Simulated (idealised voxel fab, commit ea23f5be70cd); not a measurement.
voxel self aligned vias: a process module
190 nm wide, 5 nm square cells: that's cross-section cut.
Throughout this document, each cross-section is represented as a grid of square cells and is presented as a sequence of bands enumerated from the top downward, where a band comprises one or more rows of cells.
The entry gives the band's vertical extent as a top height and a bottom height in nm, then its horizontal make-up as materials from left to right, each with a width in nm. "blank" stands for empty space; a single material marked "edge to edge" fills the band edge to edge.
Heights are measured from 0, the level below which the as-received wafer is all one material; the lowest band has no bottom and continues downward, written as in "0 -> down".
The expression "30 to 40" gives the width at the extremes of the band, the first number at its top row of cells and the second at its bottom row, with the width changing by equal amounts from each row to the next in between.
"nothing different", as given for a step, is the statement that not any cell of the cross-section underwent a change during that step.
The label "Sealed void listing" introduces a list of the empty spaces, 8 cells or larger, that have no open way up to the top; each entry in it reads width x height at distance, where the distance is taken from the left edge and all three are stated in nm.
Text after the settings on a step's line: the simulator's own remark on that step.
When a step includes a mask, the "overlay nm" setting on its line states how far to the right of its planned place that mask lay, and negative values state how far to the left.
THE STEPS PLANNED FOR THE PROCESS ARE AS FOLLOWS
| 1 | RECEIVE [material Si] |
| 2 | CONFORMAL_DEP [material SiO2] [thk nm 10] |
| 3 | CONFORMAL_DEP [material SiCN] [thk nm 5] |
| 4 | DIRECTIONAL_DEP [material SiO2] [thk nm 25] |
| 5 | PATTERN [tone open] [mask id LINES] [material resist] [width nm 25] [pitch nm 70] [thk nm 15] [overlay nm 0] |
| 6 | DIRECTIONAL_ETCH [etch materials SiO2] [depth nm 25] |
| 7 | STRIP [etch materials resist] |
| 8 | CONFORMAL_DEP [material TiN] [thk nm 5] |
| 9 | FILL_DEP [material W] [thk nm 10] |
| 10 | CMP [height nm 40] |
| 11 | SELECTIVE_ETCH [etch materials W Ru TiN] [depth nm 5] |
| 12 | FILL_DEP [material SiN] [thk nm 5] |
| 13 | CMP [height nm 40] |
| 14 | DIRECTIONAL_DEP [material SiO2] [thk nm 20] |
| 15 | MASKED_ETCH [tone open] [mask id VIAS] [width nm 45] [etch materials SiO2] [depth nm 20] [overlay nm 0] |
| 16 | MASKED_ETCH [tone open] [mask id VIAS] [width nm 45] [etch materials SiN] [depth nm 5] [overlay nm 0] |
| 17 | CONFORMAL_DEP [material TiN] [thk nm 5] |
| 18 | FILL_DEP [material Ru] [thk nm 5] |
| 19 | CMP [height nm 60] |
| 20 | CONFORMAL_DEP [material SiCN] [thk nm 5] |
FIRST OF TWO WAFERS: RUN AS PLANNED
WAFER AS RECEIVED: CROSS-SECTION FOLLOWING STEP 1
  0 -> down: Si edge to edge
  Sealed void listing: none
SO THIS IS THE WAFER CROSS-SECTION RIGHT AFTER STEP 2
  10 -> 0: SiO2 edge to edge
  Beneath the level 0, the cross-section is identical to its previous state.
SO THIS IS THE WAFER CROSS-SECTION RIGHT AFTER STEP 3
  15 -> 10: SiCN edge to edge
  Beneath the level 10, the cross-section is identical to its previous state.
SO THIS IS THE WAFER CROSS-SECTION RIGHT AFTER STEP 4
  40 -> 15: SiO2 edge to edge
  Beneath the level 15, the cross-section is identical to its previous state.
SO THIS IS THE WAFER CROSS-SECTION RIGHT AFTER STEP 5
  55 -> 40: resist 45 | blank 25 | resist 45 | blank 25 | resist 50
  Beneath the level 40, the cross-section is identical to its previous state.
SO THIS IS THE WAFER CROSS-SECTION RIGHT AFTER STEP 6
  55 -> 40: resist 45 | blank 25 | resist 45 | blank 25 | resist 50
  40 -> 15: SiO2 45 | blank 25 | SiO2 45 | blank 25 | SiO2 50
  Beneath the level 15, the cross-section is identical to its previous state.
SO THIS IS THE WAFER CROSS-SECTION RIGHT AFTER STEP 7
  40 -> 15: SiO2 45 | blank 25 | SiO2 45 | blank 25 | SiO2 50
  Beneath the level 15, the cross-section is identical to its previous state.
SO THIS IS THE WAFER CROSS-SECTION RIGHT AFTER STEP 8
  45 -> 40: TiN 50 | blank 15 | TiN 55 | blank 15 | TiN 55
  40 -> 20: SiO2 45 | TiN 5 | blank 15 | TiN 5 | SiO2 45 | TiN 5 | blank 15 | TiN 5 | SiO2 50
  20 -> 15: SiO2 45 | TiN 25 | SiO2 45 | TiN 25 | SiO2 50
  Beneath the level 15, the cross-section is identical to its previous state.
SO THIS IS THE WAFER CROSS-SECTION RIGHT AFTER STEP 9
  55 -> 45: W edge to edge
  45 -> 40: TiN 50 | W 15 | TiN 55 | W 15 | TiN 55
  40 -> 20: SiO2 45 | TiN 5 | W 15 | TiN 5 | SiO2 45 | TiN 5 | W 15 | TiN 5 | SiO2 50
  Beneath the level 20, the cross-section is identical to its previous state.
SO THIS IS THE WAFER CROSS-SECTION RIGHT AFTER STEP 10
  40 -> 20: SiO2 45 | TiN 5 | W 15 | TiN 5 | SiO2 45 | TiN 5 | W 15 | TiN 5 | SiO2 50
  Beneath the level 20, the cross-section is identical to its previous state.
SO THIS IS THE WAFER CROSS-SECTION RIGHT AFTER STEP 11
  40 -> 35: SiO2 45 | blank 25 | SiO2 45 | blank 25 | SiO2 50
  Beneath the level 35, the cross-section is identical to its previous state.
SO THIS IS THE WAFER CROSS-SECTION RIGHT AFTER STEP 12
  45 -> 40: SiN edge to edge
  40 -> 35: SiO2 45 | SiN 25 | SiO2 45 | SiN 25 | SiO2 50
  Beneath the level 35, the cross-section is identical to its previous state.
SO THIS IS THE WAFER CROSS-SECTION RIGHT AFTER STEP 13
  40 -> 35: SiO2 45 | SiN 25 | SiO2 45 | SiN 25 | SiO2 50
  Beneath the level 35, the cross-section is identical to its previous state.
SO THIS IS THE WAFER CROSS-SECTION RIGHT AFTER STEP 14
  60 -> 40: SiO2 edge to edge
  Beneath the level 40, the cross-section is identical to its previous state.
SO THIS IS THE WAFER CROSS-SECTION RIGHT AFTER STEP 15
  60 -> 40: SiO2 35 | blank 45 | SiO2 110
  Beneath the level 40, the cross-section is identical to its previous state.
SO THIS IS THE WAFER CROSS-SECTION RIGHT AFTER STEP 16
  60 -> 40: SiO2 35 | blank 45 | SiO2 110
  40 -> 35: SiO2 45 | blank 25 | SiO2 45 | SiN 25 | SiO2 50
  Beneath the level 35, the cross-section is identical to its previous state.
SO THIS IS THE WAFER CROSS-SECTION RIGHT AFTER STEP 17
  65 -> 60: TiN 40 | blank 35 | TiN 115
  60 -> 45: SiO2 35 | TiN 5 | blank 35 | TiN 5 | SiO2 110
  45 -> 40: SiO2 35 | TiN 15 | blank 15 | TiN 15 | SiO2 110
  40 -> 35: SiO2 45 | TiN 25 | SiO2 45 | SiN 25 | SiO2 50
  Beneath the level 35, the cross-section is identical to its previous state.
SO THIS IS THE WAFER CROSS-SECTION RIGHT AFTER STEP 18
  70 -> 65: Ru edge to edge
  65 -> 60: TiN 40 | Ru 35 | TiN 115
  60 -> 45: SiO2 35 | TiN 5 | Ru 35 | TiN 5 | SiO2 110
  45 -> 40: SiO2 35 | TiN 15 | Ru 15 | TiN 15 | SiO2 110
  Beneath the level 40, the cross-section is identical to its previous state.
SO THIS IS THE WAFER CROSS-SECTION RIGHT AFTER STEP 19
  60 -> 45: SiO2 35 | TiN 5 | Ru 35 | TiN 5 | SiO2 110
  Beneath the level 45, the cross-section is identical to its previous state.
SO THIS IS THE WAFER CROSS-SECTION RIGHT AFTER STEP 20
  65 -> 60: SiCN edge to edge
  Beneath the level 60, the cross-section is identical to its previous state.
THE SECOND WAFER BEGAN EXACTLY AS THE FIRST DID AND FOLLOWED THE SAME PLAN, BUT ONE MISTAKE WAS MADE WHILE RUNNING IT; THROUGH STEP 2 INCLUSIVE, THE TWO WAFERS ARE IDENTICAL
CROSS-SECTION OF THE SECOND WAFER CORRESPONDING TO THE PLANNED CONCLUSION OF STEP 3
  15 -> 10: SiN edge to edge
  Beneath the level 10, the cross-section is identical to its previous state.
CROSS-SECTION OF THE SECOND WAFER CORRESPONDING TO THE PLANNED CONCLUSION OF STEP 4
  40 -> 15: SiO2 edge to edge
  Beneath the level 15, the cross-section is identical to its previous state.
CROSS-SECTION OF THE SECOND WAFER CORRESPONDING TO THE PLANNED CONCLUSION OF STEP 5
  55 -> 40: resist 45 | blank 25 | resist 45 | blank 25 | resist 50
  Beneath the level 40, the cross-section is identical to its previous state.
CROSS-SECTION OF THE SECOND WAFER CORRESPONDING TO THE PLANNED CONCLUSION OF STEP 6
  55 -> 40: resist 45 | blank 25 | resist 45 | blank 25 | resist 50
  40 -> 15: SiO2 45 | blank 25 | SiO2 45 | blank 25 | SiO2 50
  Beneath the level 15, the cross-section is identical to its previous state.
CROSS-SECTION OF THE SECOND WAFER CORRESPONDING TO THE PLANNED CONCLUSION OF STEP 7
  40 -> 15: SiO2 45 | blank 25 | SiO2 45 | blank 25 | SiO2 50
  Beneath the level 15, the cross-section is identical to its previous state.
CROSS-SECTION OF THE SECOND WAFER CORRESPONDING TO THE PLANNED CONCLUSION OF STEP 8
  45 -> 40: TiN 50 | blank 15 | TiN 55 | blank 15 | TiN 55
  40 -> 20: SiO2 45 | TiN 5 | blank 15 | TiN 5 | SiO2 45 | TiN 5 | blank 15 | TiN 5 | SiO2 50
  20 -> 15: SiO2 45 | TiN 25 | SiO2 45 | TiN 25 | SiO2 50
  Beneath the level 15, the cross-section is identical to its previous state.
CROSS-SECTION OF THE SECOND WAFER CORRESPONDING TO THE PLANNED CONCLUSION OF STEP 9
  55 -> 45: W edge to edge
  45 -> 40: TiN 50 | W 15 | TiN 55 | W 15 | TiN 55
  40 -> 20: SiO2 45 | TiN 5 | W 15 | TiN 5 | SiO2 45 | TiN 5 | W 15 | TiN 5 | SiO2 50
  Beneath the level 20, the cross-section is identical to its previous state.
CROSS-SECTION OF THE SECOND WAFER CORRESPONDING TO THE PLANNED CONCLUSION OF STEP 10
  40 -> 20: SiO2 45 | TiN 5 | W 15 | TiN 5 | SiO2 45 | TiN 5 | W 15 | TiN 5 | SiO2 50
  Beneath the level 20, the cross-section is identical to its previous state.
CROSS-SECTION OF THE SECOND WAFER CORRESPONDING TO THE PLANNED CONCLUSION OF STEP 11
  40 -> 35: SiO2 45 | blank 25 | SiO2 45 | blank 25 | SiO2 50
  Beneath the level 35, the cross-section is identical to its previous state.
CROSS-SECTION OF THE SECOND WAFER CORRESPONDING TO THE PLANNED CONCLUSION OF STEP 12
  45 -> 40: SiN edge to edge
  40 -> 35: SiO2 45 | SiN 25 | SiO2 45 | SiN 25 | SiO2 50
  Beneath the level 35, the cross-section is identical to its previous state.
CROSS-SECTION OF THE SECOND WAFER CORRESPONDING TO THE PLANNED CONCLUSION OF STEP 13
  40 -> 35: SiO2 45 | SiN 25 | SiO2 45 | SiN 25 | SiO2 50
  Beneath the level 35, the cross-section is identical to its previous state.
CROSS-SECTION OF THE SECOND WAFER CORRESPONDING TO THE PLANNED CONCLUSION OF STEP 14
  60 -> 40: SiO2 edge to edge
  Beneath the level 40, the cross-section is identical to its previous state.
CROSS-SECTION OF THE SECOND WAFER CORRESPONDING TO THE PLANNED CONCLUSION OF STEP 15
  60 -> 40: SiO2 35 | blank 45 | SiO2 110
  Beneath the level 40, the cross-section is identical to its previous state.
CROSS-SECTION OF THE SECOND WAFER CORRESPONDING TO THE PLANNED CONCLUSION OF STEP 16
  60 -> 40: SiO2 35 | blank 45 | SiO2 110
  40 -> 35: SiO2 45 | blank 25 | SiO2 45 | SiN 25 | SiO2 50
  Beneath the level 35, the cross-section is identical to its previous state.
CROSS-SECTION OF THE SECOND WAFER CORRESPONDING TO THE PLANNED CONCLUSION OF STEP 17
  65 -> 60: TiN 40 | blank 35 | TiN 115
  60 -> 45: SiO2 35 | TiN 5 | blank 35 | TiN 5 | SiO2 110
  45 -> 40: SiO2 35 | TiN 15 | blank 15 | TiN 15 | SiO2 110
  40 -> 35: SiO2 45 | TiN 25 | SiO2 45 | SiN 25 | SiO2 50
  Beneath the level 35, the cross-section is identical to its previous state.
CROSS-SECTION OF THE SECOND WAFER CORRESPONDING TO THE PLANNED CONCLUSION OF STEP 18
  70 -> 65: Ru edge to edge
  65 -> 60: TiN 40 | Ru 35 | TiN 115
  60 -> 45: SiO2 35 | TiN 5 | Ru 35 | TiN 5 | SiO2 110
  45 -> 40: SiO2 35 | TiN 15 | Ru 15 | TiN 15 | SiO2 110
  Beneath the level 40, the cross-section is identical to its previous state.
CROSS-SECTION OF THE SECOND WAFER CORRESPONDING TO THE PLANNED CONCLUSION OF STEP 19
  60 -> 45: SiO2 35 | TiN 5 | Ru 35 | TiN 5 | SiO2 110
  Beneath the level 45, the cross-section is identical to its previous state.
CROSS-SECTION OF THE SECOND WAFER CORRESPONDING TO THE PLANNED CONCLUSION OF STEP 20
  65 -> 60: SiCN edge to edge
  Beneath the level 60, the cross-section is identical to its previous state.
Run error: note that step 3 departed from the planned setting and was carried out as CONFORMAL_DEP [material SiN] [thk nm 5]
Wrapping up, a cell-based count of both wafers puts the second over or under the first for these materials: SiCN -38 | SiN +38
